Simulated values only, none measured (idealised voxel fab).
Title: Process Module voxel transistor to metal
Shown is cross-section cut, with a width of 200 nm and square cells of size 5 nm.
Cross-section layout: square cells on a grid; listed as bands, top to bottom; a band spans one or more cell rows.
The entry gives the band's vertical extent as a top height and a bottom height in nm, then its horizontal make-up as materials from left to right, each with a width in nm. "air" stands for empty space; a single material marked "full width" fills the band edge to edge.
The reference from which all heights are counted is 0, the level beneath which the as-received wafer is entirely one material; the lowest band, having no lower bound, proceeds downward and is written after the example "from 0 down".
With a width like "30..40", each row of cells in the band differs from the next by the same amount, the top row carrying the first number and the bottom row the second.
When a step is marked "no modification", none of the cells in the cross-section changed during that step.
Basically, "Cavities, sealed" tells you about the enclosed voids: empty spaces with no open way to the top, 8 cells or bigger, each written width x height at distance, where distance is from the left edge, all in nm.
Where a step's line continues beyond its settings, the continuation is a remark by the simulator itself on that step.
overlay nm: on a step with a mask, how far right of its planned place the mask lay; negative means left.
Below you will find pairs of cross-sections. In each, one shows the wafer before one process step and the other after it, with the after view ending at the lowest band that changed. Under each pair is the step separating them, along with its settings. Do not assume the pairs form a chain: they can come from different runs of this module on the same starting wafer, and a pair continues from the pair above it only when its "State before" entry says so.
### State before
    from 130 to 115  55 of resist  15 of air  60 of resist  15 of air  55 of resist
    from 115 to 100  55 of aC  15 of air  60 of aC  15 of air  55 of aC
    from 100 to 70  SiO2 full width
    from 70 to 65  SiCN full width
    from 65 to 60  55 of SiO2  15 of TiN  60 of SiO2  15 of TiN  55 of SiO2
    from 60 to 45  Ru full width
    from 45 to 35  55 of SiO2  5 of TiN  5 of Ru  5 of TiN  60 of SiO2  5 of TiN  5 of Ru  5 of TiN  55 of SiO2
    from 35 to 25  55 of SiO2  5 of TiN  5 of Ru  5 of TiN  10 of SiO2  5 of SiN  5 of SiO2  20 of SiCN  5 of SiO2  5 of SiN  10 of SiO2  5 of TiN  5 of Ru  5 of TiN  55 of SiO2
    from 25 to 15  55 of SiO2  5 of TiN  5 of Ru  5 of TiN  10 of SiO2  5 of SiN  5 of SiO2  20 of polySi  5 of SiO2  5 of SiN  10 of SiO2  5 of TiN  5 of Ru  5 of TiN  55 of SiO2
    from 15 to 10  55 of SiO2  15 of TiN  10 of SiO2  5 of SiN  5 of SiO2  20 of polySi  5 of SiO2  5 of SiN  10 of SiO2  15 of TiN  55 of SiO2
    from 10 to 5  55 of SiO2  10 of TiN  15 of nSi  5 of SiN  5 of SiO2  20 of polySi  5 of SiO2  5 of SiN  15 of nSi  10 of TiN  55 of SiO2
    from 5 to 0  45 of SiO2  5 of SiN  5 of SiO2  10 of TiN  15 of nSi  5 of SiN  5 of SiO2  20 of polySi  5 of SiO2  5 of SiN  15 of nSi  10 of TiN  5 of SiO2  5 of SiN  45 of SiO2
    from 0 to -5  55 of SiO2  10 of TiN  15 of nSi  40 of SiO2  15 of nSi  10 of TiN  55 of SiO2
    from -5 to -20  50 of SiO2  30 of nSi  40 of Si  30 of nSi  50 of SiO2
    from -20 to -35  50 of SiO2  100 of Si  50 of SiO2
    from -35 down  Si full width
    Cavities, sealed: none
### Sectional View, Post-Process
    from 115 to 100  55 of aC  15 of air  60 of aC  15 of air  55 of aC
    Whatever lies below 100 is exactly as it was before.
    Cavities, sealed: none
Connecting step for the cross-sections above: op STRIP | etch materials resist
State before: Reference is made to the cross-section shown after the step in the pair directly above, which represents the state prior to this step.
### Sectional View, Post-Process
    from 115 to 100  55 of aC  15 of air  60 of aC  15 of air  55 of aC
    from 100 to 80  55 of SiO2  15 of air  60 of SiO2  15 of air  55 of SiO2
    Whatever lies below 80 is exactly as it was before.
    Cavities, sealed: none
Connecting step for the cross-sections above: op DIRECTIONAL_ETCH | etch materials SiO2 | depth nm 20
State before: Reference is made to the cross-section shown after the step in the pair directly above, which represents the state prior to this step.
### Sectional View, Post-Process
    from 100 to 80  55 of SiO2  15 of air  60 of SiO2  15 of air  55 of SiO2
    Whatever lies below 80 is exactly as it was before.
    Cavities, sealed: none
Connecting step for the cross-sections above: op STRIP | etch materials aC
State before: Reference is made to the cross-section shown after the step in the pair directly above, which represents the state prior to this step.
### Sectional View, Post-Process
    from 120 to 100  55 of resist  15 of air  60 of resist  15 of air  55 of resist
    Whatever lies below 100 is exactly as it was before.
    Cavities, sealed: none
Connecting step for the cross-sections above: op PATTERN | tone open | mask id METAL_2_HOLES | material resist | width nm 15 | pitch nm 75 | thk nm 20 | overlay nm 0
State before: Reference is made to the cross-section shown after the step in the pair directly above, which represents the state prior to this step.
### Sectional View, Post-Process
    from 120 to 100  55 of resist  15 of air  60 of resist  15 of air  55 of resist
    from 100 to 70  55 of SiO2  15 of air  60 of SiO2  15 of air  55 of SiO2
    Whatever lies below 70 is exactly as it was before.
    Cavities, sealed: none
Connecting step for the cross-sections above: op DIRECTIONAL_ETCH | etch materials SiO2 | depth nm 10
State before: Reference is made to the cross-section shown after the step in the pair directly above, which represents the state prior to this step.
### Sectional View, Post-Process
    from 120 to 100  55 of resist  15 of air  60 of resist  15 of air  55 of resist
    from 100 to 70  55 of SiO2  15 of air  60 of SiO2  15 of air  55 of SiO2
    from 70 to 65  55 of SiCN  15 of air  60 of SiCN  15 of air  55 of SiCN
    Whatever lies below 65 is exactly as it was before.
    Cavities, sealed: none
Connecting step for the cross-sections above: op DIRECTIONAL_ETCH | etch materials SiCN | depth nm 5
State before: Reference is made to the cross-section shown after the step in the pair directly above, which represents the state prior to this step.
### Sectional View, Post-Process
    from 100 to 70  55 of SiO2  15 of air  60 of SiO2  15 of air  55 of SiO2
    Whatever lies below 70 is exactly as it was before.
    Cavities, sealed: none
Connecting step for the cross-sections above: op STRIP | etch materials resist
State before: Reference is made to the cross-section shown after the step in the pair directly above, which represents the state prior to this step.
### Sectional View, Post-Process
    from 105 to 100  60 of TiN  5 of air  70 of TiN  5 of air  60 of TiN
    from 100 to 70  55 of SiO2  5 of TiN  5 of air  5 of TiN  60 of SiO2  5 of TiN  5 of air  5 of TiN  55 of SiO2
    from 70 to 65  55 of SiCN  15 of TiN  60 of SiCN  15 of TiN  55 of SiCN
    Whatever lies below 65 is exactly as it was before.
    Cavities, sealed: none
Connecting step for the cross-sections above: op CONFORMAL_DEP | material TiN | thk nm 5
State before: Reference is made to the cross-section shown after the step in the pair directly above, which represents the state prior to this step.
### Sectional View, Post-Process
    from 110 to 105  Cu full width
    from 105 to 100  60 of TiN  5 of Cu  70 of TiN  5 of Cu  60 of TiN
    from 100 to 70  55 of SiO2  5 of TiN  5 of Cu  5 of TiN  60 of SiO2  5 of TiN  5 of Cu  5 of TiN  55 of SiO2
    Whatever lies below 70 is exactly as it was before.
    Cavities, sealed: none
Connecting step for the cross-sections above: op FILL_DEP | material Cu | thk nm 5
State before: Reference is made to the cross-section shown after the step in the pair directly above, which represents the state prior to this step.
### Sectional View, Post-Process
    from 100 to 70  55 of SiO2  5 of TiN  5 of Cu  5 of TiN  60 of SiO2  5 of TiN  5 of Cu  5 of TiN  55 of SiO2
    Whatever lies below 70 is exactly as it was before.
    Cavities, sealed: none
Connecting step for the cross-sections above: op CMP | height nm 100
State before: Reference is made to the cross-section shown after the step in the pair directly above, which represents the state prior to this step.
### Sectional View, Post-Process
    from 105 to 100  SiN full width
    Whatever lies below 100 is exactly as it was before.
    Cavities, sealed: none
Connecting step for the cross-sections above: op CONFORMAL_DEP | material SiN | thk nm 5
### State before
    from 35 to 30  80 of air  5 of SiN  5 of air  20 of SiCN  5 of air  5 of SiN  80 of air
    from 30 to 25  80 of air  5 of SiN  5 of SiO2  20 of SiCN  5 of SiO2  5 of SiN  80 of air
    from 25 to 5  80 of air  5 of SiN  5 of SiO2  20 of polySi  5 of SiO2  5 of SiN  80 of air
    from 5 to 0  45 of air  5 of SiN  30 of air  5 of SiN  5 of SiO2  20 of polySi  5 of SiO2  5 of SiN  30 of air  5 of SiN  45 of air
    from 0 to -5  50 of SiO2  30 of air  40 of SiO2  30 of air  50 of SiO2
    from -5 to -35  50 of SiO2  100 of Si  50 of SiO2
    from -35 down  Si full width
    Cavities, sealed: none
### Sectional View, Post-Process
    from 35 to 30  80 of air  5 of SiN  5 of air  20 of SiCN  5 of air  5 of SiN  80 of air
    from 30 to 25  80 of air  5 of SiN  5 of SiO2  20 of SiCN  5 of SiO2  5 of SiN  80 of air
    from 25 to 5  80 of air  5 of SiN  5 of SiO2  20 of polySi  5 of SiO2  5 of SiN  80 of air
    from 5 to 0  45 of air  5 of SiN  30 of air  5 of SiN  5 of SiO2  20 of polySi  5 of SiO2  5 of SiN  30 of air  5 of SiN  45 of air
    from 0 to -5  50 of SiO2  30 of air  40 of SiO2  30 of air  50 of SiO2
    from -5 to -15  50 of SiO2  30 of air  40 of Si  30 of air  50 of SiO2
    Whatever lies below -15 is exactly as it was before.
    Cavities, sealed: none
Connecting step for the cross-sections above: op DIRECTIONAL_ETCH | etch materials Si | depth nm 10
State before: Reference is made to the cross-section shown after the step in the pair directly above, which represents the state prior to this step.
### Sectional View, Post-Process
    from 35 to 30  80 of air  5 of SiN  5 of air  20 of SiCN  5 of air  5 of SiN  80 of air
    from 30 to 25  80 of air  5 of SiN  5 of SiO2  20 of SiCN  5 of SiO2  5 of SiN  80 of air
    from 25 to 10  80 of air  5 of SiN  5 of SiO2  20 of polySi  5 of SiO2  5 of SiN  80 of air
    from 10 to 5  65 of air  15 of nSi  5 of SiN  5 of SiO2  20 of polySi  5 of SiO2  5 of SiN  15 of nSi  65 of air
    from 5 to 0  45 of air  5 of SiN  15 of air  15 of nSi  5 of SiN  5 of SiO2  20 of polySi  5 of SiO2  5 of SiN  15 of nSi  15 of air  5 of SiN  45 of air
    from 0 to -5  50 of SiO2  30 of nSi  40 of SiO2  30 of nSi  50 of SiO2
    from -5 to -15  50 of SiO2  30 of nSi  40 of Si  30 of nSi  50 of SiO2
    Whatever lies below -15 is exactly as it was before.
    Cavities, sealed: none
Connecting step for the cross-sections above: op EPI | material nSi | thk nm 15
State before: Reference is made to the cross-section shown after the step in the pair directly above, which represents the state prior to this step.
### Sectional View, Post-Process
    from 45 to 35  SiO2 full width
    from 35 to 25  80 of SiO2  5 of SiN  5 of SiO2  20 of SiCN  5 of SiO2  5 of SiN  80 of SiO2
    from 25 to 10  80 of SiO2  5 of SiN  5 of SiO2  20 of polySi  5 of SiO2  5 of SiN  80 of SiO2
    from 10 to 5  65 of SiO2  15 of nSi  5 of SiN  5 of SiO2  20 of polySi  5 of SiO2  5 of SiN  15 of nSi  65 of SiO2
    from 5 to 0  45 of SiO2  5 of SiN  15 of SiO2  15 of nSi  5 of SiN  5 of SiO2  20 of polySi  5 of SiO2  5 of SiN  15 of nSi  15 of SiO2  5 of SiN  45 of SiO2
    Whatever lies below 0 is exactly as it was before.
    Cavities, sealed: none
Connecting step for the cross-sections above: op FILL_DEP | material SiO2 | thk nm 10
State before: Reference is made to the cross-section shown after the step in the pair directly above, which represents the state prior to this step.
### Sectional View, Post-Process
    from 35 to 25  80 of SiO2  5 of SiN  5 of SiO2  20 of SiCN  5 of SiO2  5 of SiN  80 of SiO2
    Whatever lies below 25 is exactly as it was before.
    Cavities, sealed: none
Connecting step for the cross-sections above: op CMP | height nm 35
State before: Reference is made to the cross-section shown after the step in the pair directly above, which represents the state prior to this step.
### Sectional View, Post-Process
    from 45 to 35  SiO2 full width
    Whatever lies below 35 is exactly as it was before.
    Cavities, sealed: none
Connecting step for the cross-sections above: op DIRECTIONAL_DEP | material SiO2 | thk nm 10
State before: Reference is made to the cross-section shown after the step in the pair directly above, which represents the state prior to this step.
### Sectional View, Post-Process
    from 60 to 45  aC full width
    Whatever lies below 45 is exactly as it was before.
    Cavities, sealed: none
Connecting step for the cross-sections above: op DIRECTIONAL_DEP | material aC | thk nm 15
State before: Reference is made to the cross-section shown after the step in the pair directly above, which represents the state prior to this step.
### Sectional View, Post-Process
    from 95 to 60  55 of resist  15 of air  60 of resist  15 of air  55 of resist
    Whatever lies below 60 is exactly as it was before.
    Cavities, sealed: none
Connecting step for the cross-sections above: op PATTERN | tone open | mask id CONTACT | material resist | width nm 15 | pitch nm 75 | thk nm 35 | overlay nm 0
State before: Reference is made to the cross-section shown after the step in the pair directly above, which represents the state prior to this step.
### Sectional View, Post-Process
    from 80 to 60  55 of resist  15 of air  60 of resist  15 of air  55 of resist
    from 60 to 45  55 of aC  15 of air  60 of aC  15 of air  55 of aC
    Whatever lies below 45 is exactly as it was before.
    Cavities, sealed: none
Connecting step for the cross-sections above: op DIRECTIONAL_ETCH | etch materials aC | depth nm 15
State before: Reference is made to the cross-section shown after the step in the pair directly above, which represents the state prior to this step.
### Sectional View, Post-Process
    from 60 to 45  55 of aC  15 of air  60 of aC  15 of air  55 of aC
    Whatever lies below 45 is exactly as it was before.
    Cavities, sealed: none
Connecting step for the cross-sections above: op STRIP | etch materials resist
State before: Reference is made to the cross-section shown after the step in the pair directly above, which represents the state prior to this step.
### Sectional View, Post-Process
    from 60 to 45  55 of aC  15 of air  60 of aC  15 of air  55 of aC
    from 45 to 35  55 of SiO2  15 of air  60 of SiO2  15 of air  55 of SiO2
    from 35 to 25  55 of SiO2  15 of air  10 of SiO2  5 of SiN  5 of SiO2  20 of SiCN  5 of SiO2  5 of SiN  10 of SiO2  15 of air  55 of SiO2
    from 25 to 10  55 of SiO2  15 of air  10 of SiO2  5 of SiN  5 of SiO2  20 of polySi  5 of SiO2  5 of SiN  10 of SiO2  15 of air  55 of SiO2
    from 10 to 5  55 of SiO2  10 of air  15 of nSi  5 of SiN  5 of SiO2  20 of polySi  5 of SiO2  5 of SiN  15 of nSi  10 of air  55 of SiO2
    from 5 to 0  45 of SiO2  5 of SiN  5 of SiO2  10 of air  15 of nSi  5 of SiN  5 of SiO2  20 of polySi  5 of SiO2  5 of SiN  15 of nSi  10 of air  5 of SiO2  5 of SiN  45 of SiO2
    Whatever lies below 0 is exactly as it was before.
    Cavities, sealed: none
Connecting step for the cross-sections above: op DIRECTIONAL_ETCH | etch materials SiO2 | depth nm 50
State before: Reference is made to the cross-section shown after the step in the pair directly above, which represents the state prior to this step.
### Sectional View, Post-Process
    from 45 to 35  55 of SiO2  15 of air  60 of SiO2  15 of air  55 of SiO2
    Whatever lies below 35 is exactly as it was before.
    Cavities, sealed: none
Connecting step for the cross-sections above: op STRIP | etch materials aC
State before: Reference is made to the cross-section shown after the step in the pair directly above, which represents the state prior to this step.
### Sectional View, Post-Process
    from 50 to 45  60 of TiN  5 of air  70 of TiN  5 of air  60 of TiN
    from 45 to 35  55 of SiO2  5 of TiN  5 of air  5 of TiN  60 of SiO2  5 of TiN  5 of air  5 of TiN  55 of SiO2
    from 35 to 25  55 of SiO2  5 of TiN  5 of air  5 of TiN  10 of SiO2  5 of SiN  5 of SiO2  20 of SiCN  5 of SiO2  5 of SiN  10 of SiO2  5 of TiN  5 of air  5 of TiN  55 of SiO2
    from 25 to 15  55 of SiO2  5 of TiN  5 of air  5 of TiN  10 of SiO2  5 of SiN  5 of SiO2  20 of polySi  5 of SiO2  5 of SiN  10 of SiO2  5 of TiN  5 of air  5 of TiN  55 of SiO2
    from 15 to 10  55 of SiO2  15 of TiN  10 of SiO2  5 of SiN  5 of SiO2  20 of polySi  5 of SiO2  5 of SiN  10 of SiO2  15 of TiN  55 of SiO2
    from 10 to 5  55 of SiO2  10 of TiN  15 of nSi  5 of SiN  5 of SiO2  20 of polySi  5 of SiO2  5 of SiN  15 of nSi  10 of TiN  55 of SiO2
    from 5 to 0  45 of SiO2  5 of SiN  5 of SiO2  10 of TiN  15 of nSi  5 of SiN  5 of SiO2  20 of polySi  5 of SiO2  5 of SiN  15 of nSi  10 of TiN  5 of SiO2  5 of SiN  45 of SiO2
    Whatever lies below 0 is exactly as it was before.
    Cavities, sealed: none
Connecting step for the cross-sections above: op CONFORMAL_DEP | material TiN | thk nm 5
State before: Reference is made to the cross-section shown after the step in the pair directly above, which represents the state prior to this step.
### Sectional View, Post-Process
    from 60 to 50  Ru full width
    from 50 to 45  60 of TiN  5 of Ru  70 of TiN  5 of Ru  60 of TiN
    from 45 to 35  55 of SiO2  5 of TiN  5 of Ru  5 of TiN  60 of SiO2  5 of TiN  5 of Ru  5 of TiN  55 of SiO2
    from 35 to 25  55 of SiO2  5 of TiN  5 of Ru  5 of TiN  10 of SiO2  5 of SiN  5 of SiO2  20 of SiCN  5 of SiO2  5 of SiN  10 of SiO2  5 of TiN  5 of Ru  5 of TiN  55 of SiO2
    from 25 to 15  55 of SiO2  5 of TiN  5 of Ru  5 of TiN  10 of SiO2  5 of SiN  5 of SiO2  20 of polySi  5 of SiO2  5 of SiN  10 of SiO2  5 of TiN  5 of Ru  5 of TiN  55 of SiO2
    Whatever lies below 15 is exactly as it was before.
    Cavities, sealed: none
Connecting step for the cross-sections above: op FILL_DEP | material Ru | thk nm 10
State before: Reference is made to the cross-section shown after the step in the pair directly above, which represents the state prior to this step.
### Sectional View, Post-Process
    from 45 to 35  55 of SiO2  5 of TiN  5 of Ru  5 of TiN  60 of SiO2  5 of TiN  5 of Ru  5 of TiN  55 of SiO2
    Whatever lies below 35 is exactly as it was before.
    Cavities, sealed: none
Connecting step for the cross-sections above: op CMP | height nm 45
State before: Reference is made to the cross-section shown after the step in the pair directly above, which represents the state prior to this step.
### Sectional View, Post-Process
    from 50 to 45  TiN full width
    Whatever lies below 45 is exactly as it was before.
    Cavities, sealed: none
Connecting step for the cross-sections above: op DIRECTIONAL_DEP | material TiN | thk nm 5
State before: Reference is made to the cross-section shown after the step in the pair directly above, which represents the state prior to this step.
### Sectional View, Post-Process
    from 65 to 50  Ru full width
    Whatever lies below 50 is exactly as it was before.
    Cavities, sealed: none
Connecting step for the cross-sections above: op DIRECTIONAL_DEP | material Ru | thk nm 15
State before: Reference is made to the cross-section shown after the step in the pair directly above, which represents the state prior to this step.
### Sectional View, Post-Process
    from 75 to 65  aC full width
    Whatever lies below 65 is exactly as it was before.
    Cavities, sealed: none
Connecting step for the cross-sections above: op DIRECTIONAL_DEP | material aC | thk nm 10
State before: Reference is made to the cross-section shown after the step in the pair directly above, which represents the state prior to this step.
### Sectional View, Post-Process
    from 105 to 75  55 of air  15 of resist  60 of air  15 of resist  55 of air
    Whatever lies below 75 is exactly as it was before.
    Cavities, sealed: none
Connecting step for the cross-sections above: op PATTERN | tone cover | mask id METAL_1 | material resist | width nm 15 | pitch nm 75 | thk nm 30 | overlay nm 0
State before: Reference is made to the cross-section shown after the step in the pair directly above, which represents the state prior to this step.
### Sectional View, Post-Process
    from 95 to 75  55 of air  15 of resist  60 of air  15 of resist  55 of air
    from 75 to 65  55 of air  15 of aC  60 of air  15 of aC  55 of air
    Whatever lies below 65 is exactly as it was before.
    Cavities, sealed: none
Connecting step for the cross-sections above: op DIRECTIONAL_ETCH | etch materials aC | depth nm 10
State before: Reference is made to the cross-section shown after the step in the pair directly above, which represents the state prior to this step.
### Sectional View, Post-Process
    from 75 to 65  55 of air  15 of aC  60 of air  15 of aC  55 of air
    Whatever lies below 65 is exactly as it was before.
    Cavities, sealed: none
Connecting step for the cross-sections above: op STRIP | etch materials resist
State before: Reference is made to the cross-section shown after the step in the pair directly above, which represents the state prior to this step.
### Sectional View, Post-Process
    from 75 to 65  55 of air  15 of aC  60 of air  15 of aC  55 of air
    from 65 to 50  55 of air  15 of Ru  60 of air  15 of Ru  55 of air
    Whatever lies below 50 is exactly as it was before.
    Cavities, sealed: none
Connecting step for the cross-sections above: op DIRECTIONAL_ETCH | etch materials Ru | depth nm 15
State before: Reference is made to the cross-section shown after the step in the pair directly above, which represents the state prior to this step.
### Sectional View, Post-Process
    from 75 to 65  55 of air  15 of aC  60 of air  15 of aC  55 of air
    from 65 to 50  55 of air  15 of Ru  60 of air  15 of Ru  55 of air
    from 50 to 45  55 of air  15 of TiN  60 of air  15 of TiN  55 of air
    Whatever lies below 45 is exactly as it was before.
    Cavities, sealed: none
Connecting step for the cross-sections above: op DIRECTIONAL_ETCH | etch materials TiN | depth nm 5
State before: Reference is made to the cross-section shown after the step in the pair directly above, which represents the state prior to this step.
### Sectional View, Post-Process
    from 65 to 50  55 of air  15 of Ru  60 of air  15 of Ru  55 of air
    Whatever lies below 50 is exactly as it was before.
    Cavities, sealed: none
Connecting step for the cross-sections above: op STRIP | etch materials aC
State before: Reference is made to the cross-section shown after the step in the pair directly above, which represents the state prior to this step.
### Sectional View, Post-Process
    from 75 to 65  SiO2 full width
    from 65 to 50  55 of SiO2  15 of Ru  60 of SiO2  15 of Ru  55 of SiO2
    from 50 to 45  55 of SiO2  15 of TiN  60 of SiO2  15 of TiN  55 of SiO2
    Whatever lies below 45 is exactly as it was before.
    Cavities, sealed: none
Connecting step for the cross-sections above: op FILL_DEP | material SiO2 | thk nm 10
State before: Reference is made to the cross-section shown after the step in the pair directly above, which represents the state prior to this step.
### Sectional View, Post-Process
    from 65 to 50  55 of SiO2  15 of Ru  60 of SiO2  15 of Ru  55 of SiO2
    Whatever lies below 50 is exactly as it was before.
    Cavities, sealed: none
Connecting step for the cross-sections above: op CMP | height nm 65
State before: Reference is made to the cross-section shown after the step in the pair directly above, which represents the state prior to this step.
### Sectional View, Post-Process
    from 70 to 65  SiCN full width
    Whatever lies below 65 is exactly as it was before.
    Cavities, sealed: none
Connecting step for the cross-sections above: op CONFORMAL_DEP | material SiCN | thk nm 5
State before: Reference is made to the cross-section shown after the step in the pair directly above, which represents the state prior to this step.
### Sectional View, Post-Process
    from 100 to 70  SiO2 full width
    Whatever lies below 70 is exactly as it was before.
    Cavities, sealed: none
Connecting step for the cross-sections above: op DIRECTIONAL_DEP | material SiO2 | thk nm 30
State before: Reference is made to the cross-section shown after the step in the pair directly above, which represents the state prior to this step.
### Sectional View, Post-Process
    from 115 to 100  aC full width
    Whatever lies below 100 is exactly as it was before.
    Cavities, sealed: none
Connecting step for the cross-sections above: op DIRECTIONAL_DEP | material aC | thk nm 15
State before: Reference is made to the cross-section shown after the step in the pair directly above, which represents the state prior to this step.
### Sectional View, Post-Process
    from 145 to 115  55 of resist  15 of air  60 of resist  15 of air  55 of resist
    Whatever lies below 115 is exactly as it was before.
    Cavities, sealed: none
Connecting step for the cross-sections above: op PATTERN | tone open | mask id METAL_2 | material resist | width nm 15 | pitch nm 75 | thk nm 30 | overlay nm 0
State before: Reference is made to the cross-section shown after the step in the pair directly above, which represents the state prior to this step.
### Sectional View, Post-Process
    from 130 to 115  55 of resist  15 of air  60 of resist  15 of air  55 of resist
    from 115 to 100  55 of aC  15 of air  60 of aC  15 of air  55 of aC
    Whatever lies below 100 is exactly as it was before.
    Cavities, sealed: none
Connecting step for the cross-sections above: op DIRECTIONAL_ETCH | etch materials aC | depth nm 15
State before: Reference is made to the cross-section shown after the step in the pair directly above, which represents the state prior to this step.
### Sectional View, Post-Process
    from 115 to 100  55 of aC  15 of air  60 of aC  15 of air  55 of aC
    Whatever lies below 100 is exactly as it was before.
    Cavities, sealed: none
Connecting step for the cross-sections above: op STRIP | etch materials resist
State before: Reference is made to the cross-section shown after the step in the pair directly above, which represents the state prior to this step.
### Sectional View, Post-Process
    from 115 to 100  55 of aC  15 of air  60 of aC  15 of air  55 of aC
    from 100 to 80  55 of SiO2  15 of air  60 of SiO2  15 of air  55 of SiO2
    Whatever lies below 80 is exactly as it was before.
    Cavities, sealed: none
Connecting step for the cross-sections above: op DIRECTIONAL_ETCH | etch materials SiO2 | depth nm 20
State before: Reference is made to the cross-section shown after the step in the pair directly above, which represents the state prior to this step.
### Sectional View, Post-Process
    from 100 to 80  55 of SiO2  15 of air  60 of SiO2  15 of air  55 of SiO2
    Whatever lies below 80 is exactly as it was before.
    Cavities, sealed: none
Connecting step for the cross-sections above: op STRIP | etch materials aC
State before: Reference is made to the cross-section shown after the step in the pair directly above, which represents the state prior to this step.
### Sectional View, Post-Process
    from 120 to 100  55 of resist  15 of air  60 of resist  15 of air  55 of resist
    Whatever lies below 100 is exactly as it was before.
    Cavities, sealed: none
Connecting step for the cross-sections above: op PATTERN | tone open | mask id METAL_2_HOLES | material resist | width nm 15 | pitch nm 75 | thk nm 20 | overlay nm 0
State before: Reference is made to the cross-section shown after the step in the pair directly above, which represents the state prior to this step.
### Sectional View, Post-Process
    from 120 to 100  55 of resist  15 of air  60 of resist  15 of air  55 of resist
    from 100 to 70  55 of SiO2  15 of air  60 of SiO2  15 of air  55 of SiO2
    Whatever lies below 70 is exactly as it was before.
    Cavities, sealed: none
Connecting step for the cross-sections above: op DIRECTIONAL_ETCH | etch materials SiO2 | depth nm 10
State before: Reference is made to the cross-section shown after the step in the pair directly above, which represents the state prior to this step.
### Sectional View, Post-Process
    from 120 to 100  55 of resist  15 of air  60 of resist  15 of air  55 of resist
    from 100 to 70  55 of SiO2  15 of air  60 of SiO2  15 of air  55 of SiO2
    from 70 to 65  55 of SiCN  15 of air  60 of SiCN  15 of air  55 of SiCN
    Whatever lies below 65 is exactly as it was before.
    Cavities, sealed: none
Connecting step for the cross-sections above: op DIRECTIONAL_ETCH | etch materials SiCN | depth nm 5
State before: Reference is made to the cross-section shown after the step in the pair directly above, which represents the state prior to this step.
### Sectional View, Post-Process
    from 100 to 70  55 of SiO2  15 of air  60 of SiO2  15 of air  55 of SiO2
    Whatever lies below 70 is exactly as it was before.
    Cavities, sealed: none
Connecting step for the cross-sections above: op STRIP | etch materials resist
State before: Reference is made to the cross-section shown after the step in the pair directly above, which represents the state prior to this step.
### Sectional View, Post-Process
    from 105 to 100  60 of TiN  5 of air  70 of TiN  5 of air  60 of TiN
    from 100 to 70  55 of SiO2  5 of TiN  5 of air  5 of TiN  60 of SiO2  5 of TiN  5 of air  5 of TiN  55 of SiO2
    from 70 to 65  55 of SiCN  15 of TiN  60 of SiCN  15 of TiN  55 of SiCN
    Whatever lies below 65 is exactly as it was before.
    Cavities, sealed: none
Connecting step for the cross-sections above: op CONFORMAL_DEP | material TiN | thk nm 5
State before: Reference is made to the cross-section shown after the step in the pair directly above, which represents the state prior to this step.
### Sectional View, Post-Process
    from 110 to 105  Cu full width
    from 105 to 100  60 of TiN  5 of Cu  70 of TiN  5 of Cu  60 of TiN
    from 100 to 70  55 of SiO2  5 of TiN  5 of Cu  5 of TiN  60 of SiO2  5 of TiN  5 of Cu  5 of TiN  55 of SiO2
    Whatever lies below 70 is exactly as it was before.
    Cavities, sealed: none
Connecting step for the cross-sections above: op FILL_DEP | material Cu | thk nm 5
State before: Reference is made to the cross-section shown after the step in the pair directly above, which represents the state prior to this step.
### Sectional View, Post-Process
    from 100 to 70  55 of SiO2  5 of TiN  5 of Cu  5 of TiN  60 of SiO2  5 of TiN  5 of Cu  5 of TiN  55 of SiO2
    Whatever lies below 70 is exactly as it was before.
    Cavities, sealed: none
Connecting step for the cross-sections above: op CMP | height nm 100
State before: Reference is made to the cross-section shown after the step in the pair directly above, which represents the state prior to this step.
### Sectional View, Post-Process
    from 105 to 100  SiN full width
    Whatever lies below 100 is exactly as it was before.
    Cavities, sealed: none
Connecting step for the cross-sections above: op CONFORMAL_DEP | material SiN | thk nm 5
### State before
    from 100 to 80  55 of SiO2  15 of air  60 of SiO2  15 of air  55 of SiO2
    from 80 to 70  SiO2 full width
    from 70 to 65  SiCN full width
    from 65 to 50  55 of SiO2  15 of Ru  60 of SiO2  15 of Ru  55 of SiO2
    from 50 to 45  55 of SiO2  15 of TiN  60 of SiO2  15 of TiN  55 of SiO2
    from 45 to 35  55 of SiO2  5 of TiN  5 of Ru  5 of TiN  60 of SiO2  5 of TiN  5 of Ru  5 of TiN  55 of SiO2
    from 35 to 25  55 of SiO2  5 of TiN  5 of Ru  5 of TiN  10 of SiO2  5 of SiN  5 of SiO2  20 of SiCN  5 of SiO2  5 of SiN  10 of SiO2  5 of TiN  5 of Ru  5 of TiN  55 of SiO2
    from 25 to 15  55 of SiO2  5 of TiN  5 of Ru  5 of TiN  10 of SiO2  5 of SiN  5 of SiO2  20 of polySi  5 of SiO2  5 of SiN  10 of SiO2  5 of TiN  5 of Ru  5 of TiN  55 of SiO2
    from 15 to 10  55 of SiO2  15 of TiN  10 of SiO2  5 of SiN  5 of SiO2  20 of polySi  5 of SiO2  5 of SiN  10 of SiO2  15 of TiN  55 of SiO2
    from 10 to 5  55 of SiO2  10 of TiN  15 of nSi  5 of SiN  5 of SiO2  20 of polySi  5 of SiO2  5 of SiN  15 of nSi  10 of TiN  55 of SiO2
    from 5 to 0  45 of SiO2  5 of SiN  5 of SiO2  10 of TiN  15 of nSi  5 of SiN  5 of SiO2  20 of polySi  5 of SiO2  5 of SiN  15 of nSi  10 of TiN  5 of SiO2  5 of SiN  45 of SiO2
    from 0 to -5  55 of SiO2  10 of TiN  15 of nSi  40 of SiO2  15 of nSi  10 of TiN  55 of SiO2
    from -5 to -20  50 of SiO2  30 of nSi  40 of Si  30 of nSi  50 of SiO2
    from -20 to -35  50 of SiO2  100 of Si  50 of SiO2
    from -35 down  Si full width
    Cavities, sealed: none
### Sectional View, Post-Process
    from 120 to 100  55 of resist  20 of air  55 of resist  20 of air  50 of resist
    Whatever lies below 100 is exactly as it was before.
    Cavities, sealed: none
Connecting step for the cross-sections above: op PATTERN | tone open | mask id METAL_2_HOLES | material resist | width nm 20 | pitch nm 75 | thk nm 20 | overlay nm 0
State before: Reference is made to the cross-section shown after the step in the pair directly above, which represents the state prior to this step.
### Sectional View, Post-Process
    from 120 to 100  55 of resist  20 of air  55 of resist  20 of air  50 of resist
    from 100 to 90  55 of SiO2  20 of air  55 of SiO2  20 of air  50 of SiO2
    from 90 to 70  55 of SiO2  15 of air  60 of SiO2  15 of air  55 of SiO2
    Whatever lies below 70 is exactly as it was before.
    Cavities, sealed: none
Connecting step for the cross-sections above: op DIRECTIONAL_ETCH | etch materials SiO2 | depth nm 10
State before: Reference is made to the cross-section shown after the step in the pair directly above, which represents the state prior to this step.
### Sectional View, Post-Process
    from 120 to 100  55 of resist  20 of air  55 of resist  20 of air  50 of resist
    from 100 to 90  55 of SiO2  20 of air  55 of SiO2  20 of air  50 of SiO2
    from 90 to 70  55 of SiO2  15 of air  60 of SiO2  15 of air  55 of SiO2
    from 70 to 65  55 of SiCN  15 of air  60 of SiCN  15 of air  55 of SiCN
    Whatever lies below 65 is exactly as it was before.
    Cavities, sealed: none
Connecting step for the cross-sections above: op DIRECTIONAL_ETCH | etch materials SiCN | depth nm 5
